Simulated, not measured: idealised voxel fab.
process module | voxel double patterning
cross-section cut | 150 nm wide | cells 5 nm
A cross-section is a grid of square cells, given in bands from the top down. A band is one or more rows of cells.
Each band's line starts with the height of the band's top and of its bottom, in nm. Then come its materials from left to right, each with its width in nm. One material with "throughout" fills the band from edge to edge. "air" is empty space.
Height 0 is the level under which the wafer as received is all one material. The lowest band goes on downwards, as in "0 down".
A width such as "30 to 40" changes by the same amount from each row of cells to the next, from the band's top row to its bottom row.
"no change" after a step means that no cell of the cross-section changed.
closed voids: empty space of 8 cells or more with no open way to the top, each as width x height at its distance from the left edge, in nm
after a step's settings: what the simulator itself notes on the step
overlay nm, on a step with a mask: how far to the right of its planned place the mask lay; to the left if negative
plan
1 op RECEIVE | material Si
2 op CONFORMAL_DEP | material SiN | thk nm 10
3 op DIRECTIONAL_DEP | material SiO2 | thk nm 10
4 op DIRECTIONAL_DEP | material SiCN | thk nm 5
5 op DIRECTIONAL_DEP | material aC | thk nm 15
6 op PATTERN | tone open | mask id FIRST | material resist | width nm 15 | pitch nm 50 | thk nm 35 | overlay nm 0
7 op DIRECTIONAL_ETCH | etch materials aC | depth nm 15
8 op STRIP | etch materials resist
9 op DIRECTIONAL_ETCH | etch materials SiCN | depth nm 5
10 op STRIP | etch materials aC
11 op PATTERN | tone open | mask id SECOND | material resist | width nm 15 | thk nm 15 | overlay nm 0
12 op DIRECTIONAL_ETCH | etch materials SiCN | depth nm 5
13 op STRIP | etch materials resist
14 op DIRECTIONAL_ETCH | etch materials SiO2 | depth nm 10
15 op STRIP | etch materials SiCN
as received, after step 1
  0 down: Si throughout
  closed voids: none
a wafer at the end: this start, this plan, one mistake
  20 to 10: SiO2 40 | air 20 | SiO2 5 | air 15 | SiO2 10 | air 20 | SiO2 40
  10 to 0: SiN throughout
  0 down: Si throughout
  closed voids: none
what went wrong: step 6 ran as: op PATTERN | tone open | mask id FIRST | material resist | width nm 20 | pitch nm 50 | thk nm 35 | overlay nm 0
